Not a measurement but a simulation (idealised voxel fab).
Name of the process module below: voxel self aligned contacts
Cross-sectional view cut (width: 165 nm; square cell size: 5 nm).
Bands, listed from the top down, are how a cross-section gets written in this document; the cross-section itself is a grid of square cells, and a band is one or more rows of them.
In this notation a band is specified by the heights of its top and bottom, in that order and in nm, after which its materials appear from left to right, each paired with its width in nm. The word "throughout" attached to a single material means that material fills the band from edge to edge; the word "blank" stands for empty space.
The reference from which all heights are counted is 0, the level beneath which the as-received wafer is entirely one material; the lowest band, having no lower bound, proceeds downward and is written after the example "0 nm and below".
Read "30 to 40" as a graded width: first number on top, second number at the bottom, same change between each pair of neighbouring rows.
Key: "left unchanged" - step with no changed cell in the cross-section.
"Cavities, sealed": empty spaces of 8 cells or more with no open way to the top, each given as width x height at distance, distance from the left edge, all in nm.
Formally, on a step line, whatever follows the settings is a remark that the simulator itself makes on the step.
The setting "overlay nm" may be written on the line of a step. When the step uses a mask, the value reports how far to the right of the planned place the mask lay, and a negative value reports that it lay to the left.

## So here's the lineup of process steps we planned
| 1 | RECEIVE: material Si |
| 2 | OXIDIZE: depth nm 5 |
| 3 | DIRECTIONAL_DEP: material polySi, thk nm 30 |
| 4 | DIRECTIONAL_DEP: material SiN, thk nm 15 |
| 5 | PATTERN: tone cover, mask id GATE, material resist, width nm 30, pitch nm 60, thk nm 15, overlay nm 0 |
| 6 | DIRECTIONAL_ETCH: etch materials SiN, depth nm 15 |
| 7 | DIRECTIONAL_ETCH: etch materials polySi, depth nm 30 |
| 8 | STRIP: etch materials resist |
| 9 | CONFORMAL_DEP: material SiN, thk nm 5 |
| 10 | DIRECTIONAL_ETCH: etch materials SiN, depth nm 5 |
| 11 | FILL_DEP: material SiO2, thk nm 20 |
| 12 | CMP: height nm 55 |
| 13 | PATTERN: tone open, mask id CONTACT, material resist, width nm 40, thk nm 15, overlay nm 0 |
| 14 | DIRECTIONAL_ETCH: etch materials SiO2, depth nm 60 |
| 15 | STRIP: etch materials resist |
| 16 | CONFORMAL_DEP: material TiN, thk nm 5 |
| 17 | FILL_DEP: material Ru, thk nm 10 |
| 18 | CMP: height nm 55 |
| 19 | CONFORMAL_DEP: material SiN, thk nm 5 |

## The cross-section here shows the wafer as received, i.e. in its state after step 1
* 0 nm and below | Si throughout
* Cavities, sealed: none

## Post-module cross-section of the first of two wafers (run per plan)
* 60 nm to 55 nm | SiN throughout
* 55 nm to 45 nm | SiO2 (60), then TiN (5 to 15), then Ru (30 to 10), then TiN (5 to 15), then SiO2 (65)
* 45 nm to 30 nm | SiO2 (30), then SiN (40), then TiN (5), then Ru (10), then TiN (5), then SiN (40), then SiO2 (35)
* 30 nm to 0 nm | SiO2 (30), then SiN (5), then polySi (30), then SiN (5), then TiN (5), then Ru (10), then TiN (5), then SiN (5), then polySi (30), then SiN (5), then SiO2 (35)
* 0 nm to -5 nm | SiO2 (70), then TiN (20), then SiO2 (75)
* -5 nm and below | Si throughout
* Cavities, sealed: none

## The second wafer, shown in cross-section after the module: started the same way as the first and given the same plan, yet one mistake crept into how it was run
* 60 nm to 55 nm | SiN throughout
* 55 nm to 45 nm | SiO2 (60), then TiN (5 to 15), then Ru (30 to 10), then TiN (5 to 15), then SiO2 (65)
* 45 nm to 20 nm | SiO2 (30), then SiN (5), then polySi (30), then SiN (5), then TiN (5), then Ru (10), then TiN (5), then SiN (5), then polySi (30), then SiN (5), then SiO2 (35)
* 20 nm to 15 nm | SiO2 (30), then SiN (5), then polySi (30), then SiN (5), then TiN (20), then SiN (5), then polySi (30), then SiN (5), then SiO2 (35)
* 15 nm to 0 nm | SiN throughout
* 0 nm to -5 nm | SiO2 throughout
* -5 nm and below | Si throughout
* Cavities, sealed: none
Nonconformance to the process plan: contrary to the plan, steps 3 and 4 were processed in exchanged order
Final wafer comparison in cells, second versus first, more or fewer per material: Ru -8, SiN +51, SiO2 -35, TiN -8
